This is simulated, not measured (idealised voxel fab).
The process module presented herein is designated voxel wiring stack.
265 nm wide, 5 nm square cells: that's cross-section cut.
A cross-section in this document is a grid of square cells, and it is written down as bands, the top band listed before the ones below it; a band is made up of one or more rows of cells. In this notation a band is specified by the heights of its top and bottom, in that order and in nm, after which its materials appear from left to right, each paired with its width in nm. The word "edge to edge" attached to a single material means that material fills the band from edge to edge; the word "air" stands for empty space. Beneath 0, the wafer as received is one material, and that level is where height counting begins. The lowest band goes on downward without a bottom; it is written like "0 down". Think of "30..40" as a width that walks from the first number to the second as you go down the band, top row to bottom row, taking equal-sized steps from row to row. When a step is marked "nothing different", none of the cells in the cross-section changed during that step. For the entry "Enclosed void entries", the listed items are empty spaces with no open way to the top whose size is 8 cells or more; each item follows the pattern width x height at distance, where distance is from the left edge and all three are in nm. Text after the settings on a step's line: the simulator's own remark on that step. You can add "overlay nm" to a step's line. For a step with a mask, it describes how far the mask lay to the right of its planned position, and a negative number describes a lay to the left.

# Steps in the process plan
1 RECEIVE (material Si)
2 CONFORMAL_DEP (material SiO2; thk nm 15)
3 CONFORMAL_DEP (material SiN; thk nm 5)
4 DIRECTIONAL_DEP (material lowk; thk nm 25)
5 DIRECTIONAL_DEP (material aC; thk nm 10)
6 PATTERN (tone open; mask id METAL_1; material resist; width nm 25; pitch nm 45; thk nm 25; overlay nm 0)
7 DIRECTIONAL_ETCH (etch materials aC; depth nm 10)
8 STRIP (etch materials resist)
9 DIRECTIONAL_ETCH (etch materials lowk; depth nm 25)
10 DIRECTIONAL_ETCH (etch materials SiN; depth nm 5)
11 STRIP (etch materials aC)
12 CONFORMAL_DEP (material TiN; thk nm 5)
13 FILL_DEP (material Cu; thk nm 10)
14 CMP (height nm 45)
15 CONFORMAL_DEP (material SiCN; thk nm 5)
16 DIRECTIONAL_DEP (material SiO2; thk nm 10)
17 DIRECTIONAL_DEP (material aC; thk nm 10)
18 PATTERN (tone open; mask id PLUG_1; material resist; width nm 15; thk nm 25; overlay nm 0)
19 DIRECTIONAL_ETCH (etch materials aC; depth nm 10)
20 STRIP (etch materials resist)
21 DIRECTIONAL_ETCH (etch materials SiO2; depth nm 10)
22 DIRECTIONAL_ETCH (etch materials SiCN; depth nm 5)
23 STRIP (etch materials aC)
24 CONFORMAL_DEP (material TiN; thk nm 5)
25 FILL_DEP (material Ru; thk nm 10)
26 CMP (height nm 60)
27 CONFORMAL_DEP (material SiN; thk nm 5)
28 DIRECTIONAL_DEP (material SiO2; thk nm 15)
29 MASKED_ETCH (tone open; mask id METAL_2; width nm 25; pitch nm 45; etch materials SiO2; depth nm 15; overlay nm 0)
30 MASKED_ETCH (tone open; mask id METAL_2; width nm 25; pitch nm 45; etch materials SiN; depth nm 5; overlay nm 0)
31 CONFORMAL_DEP (material TiN; thk nm 5)
32 FILL_DEP (material W; thk nm 10)
33 CMP (height nm 80)
34 CONFORMAL_DEP (material SiCN; thk nm 5)
35 DIRECTIONAL_DEP (material lowk; thk nm 20)
36 MASKED_ETCH (tone open; mask id PLUG_2; width nm 15; pitch nm 45; etch materials lowk; depth nm 20; overlay nm 0)
37 MASKED_ETCH (tone open; mask id PLUG_2; width nm 15; pitch nm 45; etch materials SiCN; depth nm 5; overlay nm 0)
38 CONFORMAL_DEP (material TiN; thk nm 5)
39 FILL_DEP (material W; thk nm 10)
40 CMP (height nm 105)
41 CONFORMAL_DEP (material SiN; thk nm 5)
42 DIRECTIONAL_DEP (material SiO2; thk nm 20)
43 DIRECTIONAL_DEP (material aC; thk nm 15)
44 PATTERN (tone open; mask id METAL_3; material resist; width nm 25; pitch nm 45; thk nm 30; overlay nm 0)
45 DIRECTIONAL_ETCH (etch materials aC; depth nm 15)
46 STRIP (etch materials resist)
47 DIRECTIONAL_ETCH (etch materials SiO2; depth nm 20)
48 DIRECTIONAL_ETCH (etch materials SiN; depth nm 5)
49 STRIP (etch materials aC)
50 CONFORMAL_DEP (material TiN; thk nm 5)
51 FILL_DEP (material W; thk nm 10)
52 CMP (height nm 130)
53 EPI (material Ru; thk nm 5)
54 FILL_DEP (material SiCN; thk nm 5)

# Incoming wafer in cross-section (state: after step 1)
> 0 down  Si edge to edge
> Enclosed void entries: none

# As-planned run: cross-section of the first of two wafers at end of module
> 140 to 135  SiCN edge to edge
> 135 to 130  SiCN: 90; Ru: 35; SiCN: 10; Ru: 35; SiCN: 95
> 130 to 110  SiO2: 95; TiN: 5; W: 15; TiN: 5; SiO2: 20; TiN: 5; W: 15; TiN: 5; SiO2: 100
> 110 to 105  SiN: 95; TiN: 25; SiN: 20; TiN: 25; SiN: 100
> 105 to 85  lowk: 95; TiN: 5; W: 5; TiN: 5; lowk: 30; TiN: 5; W: 5; TiN: 5; lowk: 110
> 85 to 80  SiCN: 95; TiN: 15; SiCN: 30; TiN: 15; SiCN: 110
> 80 to 65  SiO2: 95; TiN: 5; W: 15; TiN: 5; SiO2: 20; TiN: 5; W: 15; TiN: 5; SiO2: 100
> 65 to 60  SiN: 95; TiN: 25; SiN: 20; TiN: 25; SiN: 100
> 60 to 50  SiO2: 95; TiN: 5; Ru: 5; TiN: 5; SiO2: 155
> 50 to 45  SiCN: 95; TiN: 15; SiCN: 155
> 45 to 20  lowk: 95; TiN: 5; Cu: 15; TiN: 5; lowk: 20; TiN: 5; Cu: 15; TiN: 5; lowk: 100
> 20 to 15  SiN: 95; TiN: 25; SiN: 20; TiN: 25; SiN: 100
> 15 to 0  SiO2 edge to edge
> 0 down  Si edge to edge
> Enclosed void entries: none

# Cross-section, wafer two of two, end of module: same start and plan as wafer one, one error in execution
> 140 to 135  SiCN edge to edge
> 135 to 130  Ru edge to edge
> 130 to 125  W edge to edge
> 125 to 120  TiN: 100; W: 15; TiN: 30; W: 15; TiN: 105
> 120 to 110  SiO2: 95; TiN: 5; W: 15; TiN: 5; SiO2: 20; TiN: 5; W: 15; TiN: 5; SiO2: 100
> 110 to 105  SiN: 95; TiN: 25; SiN: 20; TiN: 25; SiN: 100
> 105 to 85  lowk: 95; TiN: 5; W: 5; TiN: 5; lowk: 30; TiN: 5; W: 5; TiN: 5; lowk: 110
> 85 to 80  SiCN: 95; TiN: 15; SiCN: 30; TiN: 15; SiCN: 110
> 80 to 65  SiO2: 95; TiN: 5; W: 15; TiN: 5; SiO2: 20; TiN: 5; W: 15; TiN: 5; SiO2: 100
> 65 to 60  SiN: 95; TiN: 25; SiN: 20; TiN: 25; SiN: 100
> 60 to 50  SiO2: 95; TiN: 5; Ru: 5; TiN: 5; SiO2: 155
> 50 to 45  SiCN: 95; TiN: 15; SiCN: 155
> 45 to 20  lowk: 95; TiN: 5; Cu: 15; TiN: 5; lowk: 20; TiN: 5; Cu: 15; TiN: 5; lowk: 100
> 20 to 15  SiN: 95; TiN: 25; SiN: 20; TiN: 25; SiN: 100
> 15 to 0  SiO2 edge to edge
> 0 down  Si edge to edge
> Enclosed void entries: none
Error vs. plan: contrary to plan, step 42 was performed as DIRECTIONAL_DEP (material SiO2; thk nm 10)
In the final state, the cell counts of the second wafer exceed or fall short of those of the first for the following materials: Ru +39; SiCN -39; SiO2 -86; TiN +39; W +47
